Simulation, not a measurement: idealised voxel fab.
Proc. module: voxel spacer lines
Square cell edge 5 nm, section width 165 nm, ID cut.
Cross-section = grid of square cells, listed top down in bands; band = one or more rows.
What a band's entry tells you: where the top is and where the bottom is, as heights in nm, and after that what lies inside, material by material from left to right, each with its width in nm. Empty space is written as the word "empty", and a single material marked with the word "throughout" occupies the band from edge to edge.
We count height from 0. Below that, the starting wafer is all one material. The lowest band never ends at the bottom but goes on down; see "0 down" for how that is written.
With a width like "30 to 40", each row of cells in the band differs from the next by the same amount, the top row carrying the first number and the bottom row the second.
You'll sometimes find "remains unaltered" written for a step, and that's the way of saying that nowhere in the cross-section did a cell change during that step.
The entry "Enclosed internal cavities" lists the empty spaces that cover at least 8 cells and have no open path to the top. Each is written as width x height at distance, where the distance is measured from the left edge and all three values are in nm.
after a step's settings: what the simulator itself notes on the step
overlay nm: mask offset rightward from planned place, masked step; negative means leftward offset.

**List of planned process steps**
1) RECEIVE: material Si
2) CONFORMAL_DEP: material Al2O3, thk nm 5
3) DIRECTIONAL_DEP: material polySi, thk nm 15
4) DIRECTIONAL_DEP: material aC, thk nm 25
5) PATTERN: tone cover, mask id MANDREL, material resist, width nm 20, pitch nm 60, thk nm 30, overlay nm 0
6) DIRECTIONAL_ETCH: etch materials aC, depth nm 25
7) STRIP: etch materials resist
8) CONFORMAL_DEP: material SiO2, thk nm 10
9) DIRECTIONAL_ETCH: etch materials SiO2, depth nm 10
10) STRIP: etch materials aC
11) DIRECTIONAL_ETCH: etch materials polySi, depth nm 15
12) STRIP: etch materials SiO2

**First of two wafers - as planned**

**Cross-section of the incoming wafer, state after step 1**
    0 down | Si throughout
    Enclosed internal cavities: none

**The wafer in cross-section once step 2 is complete**
    5 to 0 | Al2O3 throughout
    Under the height 0 nothing was changed.

**The wafer in cross-section once step 3 is complete**
    20 to 5 | polySi throughout
    Under the height 5 nothing was changed.

**The wafer in cross-section once step 4 is complete**
    45 to 20 | aC throughout
    Under the height 20 nothing was changed.

**The wafer in cross-section once step 5 is complete**
    75 to 45 | empty: 40; resist: 20; empty: 40; resist: 20; empty: 45
    Under the height 45 nothing was changed.

**The wafer in cross-section once step 6 is complete**
    50 to 45 | empty: 40; resist: 20; empty: 40; resist: 20; empty: 45
    45 to 20 | empty: 40; aC: 20; empty: 40; aC: 20; empty: 45
    Under the height 20 nothing was changed.

**The wafer in cross-section once step 7 is complete**
    45 to 20 | empty: 40; aC: 20; empty: 40; aC: 20; empty: 45
    Under the height 20 nothing was changed.

**The wafer in cross-section once step 8 is complete**
    55 to 45 | empty: 30; SiO2: 40; empty: 20; SiO2: 40; empty: 35
    45 to 30 | empty: 30; SiO2: 10; aC: 20; SiO2: 10; empty: 20; SiO2: 10; aC: 20; SiO2: 10; empty: 35
    30 to 20 | SiO2: 40; aC: 20; SiO2: 40; aC: 20; SiO2: 45
    Under the height 20 nothing was changed.

**The wafer in cross-section once step 9 is complete**
    45 to 20 | empty: 30; SiO2: 10; aC: 20; SiO2: 10; empty: 20; SiO2: 10; aC: 20; SiO2: 10; empty: 35
    Under the height 20 nothing was changed.

**The wafer in cross-section once step 10 is complete**
    45 to 20 | empty: 30; SiO2: 10; empty: 20; SiO2: 10; empty: 20; SiO2: 10; empty: 20; SiO2: 10; empty: 35
    Under the height 20 nothing was changed.

**The wafer in cross-section once step 11 is complete**
    45 to 20 | empty: 30; SiO2: 10; empty: 20; SiO2: 10; empty: 20; SiO2: 10; empty: 20; SiO2: 10; empty: 35
    20 to 5 | empty: 30; polySi: 10; empty: 20; polySi: 10; empty: 20; polySi: 10; empty: 20; polySi: 10; empty: 35
    Under the height 5 nothing was changed.

**The wafer in cross-section once step 12 is complete**
    20 to 5 | empty: 30; polySi: 10; empty: 20; polySi: 10; empty: 20; polySi: 10; empty: 20; polySi: 10; empty: 35
    Under the height 5 nothing was changed.

**It is to be noted that the second wafer proceeded from the same initial state and according to the same plan as the first, although one mistake was committed in its execution; through step 2, inclusive, the two wafers share an identical history**

**Second wafer profile in section, at the moment step 3 of the plan was meant to be complete**
    35 to 5 | polySi throughout
    Under the height 5 nothing was changed.

**Second wafer profile in section, at the moment step 4 of the plan was meant to be complete**
    60 to 35 | aC throughout
    Under the height 35 nothing was changed.

**Second wafer profile in section, at the moment step 5 of the plan was meant to be complete**
    90 to 60 | empty: 40; resist: 20; empty: 40; resist: 20; empty: 45
    Under the height 60 nothing was changed.

**Second wafer profile in section, at the moment step 6 of the plan was meant to be complete**
    65 to 60 | empty: 40; resist: 20; empty: 40; resist: 20; empty: 45
    60 to 35 | empty: 40; aC: 20; empty: 40; aC: 20; empty: 45
    Under the height 35 nothing was changed.

**Second wafer profile in section, at the moment step 7 of the plan was meant to be complete**
    60 to 35 | empty: 40; aC: 20; empty: 40; aC: 20; empty: 45
    Under the height 35 nothing was changed.

**Second wafer profile in section, at the moment step 8 of the plan was meant to be complete**
    70 to 60 | empty: 30; SiO2: 40; empty: 20; SiO2: 40; empty: 35
    60 to 45 | empty: 30; SiO2: 10; aC: 20; SiO2: 10; empty: 20; SiO2: 10; aC: 20; SiO2: 10; empty: 35
    45 to 35 | SiO2: 40; aC: 20; SiO2: 40; aC: 20; SiO2: 45
    Under the height 35 nothing was changed.

**Second wafer profile in section, at the moment step 9 of the plan was meant to be complete**
    60 to 35 | empty: 30; SiO2: 10; aC: 20; SiO2: 10; empty: 20; SiO2: 10; aC: 20; SiO2: 10; empty: 35
    Under the height 35 nothing was changed.

**Second wafer profile in section, at the moment step 10 of the plan was meant to be complete**
    60 to 35 | empty: 30; SiO2: 10; empty: 20; SiO2: 10; empty: 20; SiO2: 10; empty: 20; SiO2: 10; empty: 35
    Under the height 35 nothing was changed.

**Second wafer profile in section, at the moment step 11 of the plan was meant to be complete**
    60 to 35 | empty: 30; SiO2: 10; empty: 20; SiO2: 10; empty: 20; SiO2: 10; empty: 20; SiO2: 10; empty: 35
    35 to 20 | empty: 30; polySi: 10; empty: 20; polySi: 10; empty: 20; polySi: 10; empty: 20; polySi: 10; empty: 35
    Under the height 20 nothing was changed.

**Second wafer profile in section, at the moment step 12 of the plan was meant to be complete**
    35 to 20 | empty: 30; polySi: 10; empty: 20; polySi: 10; empty: 20; polySi: 10; empty: 20; polySi: 10; empty: 35
    Under the height 20 nothing was changed.
Which mistake was made when the wafer was run? the plan's step 3 ran twice
The final cell counts differ between the wafers, with the second having more or fewer of some materials than the first: polySi +99
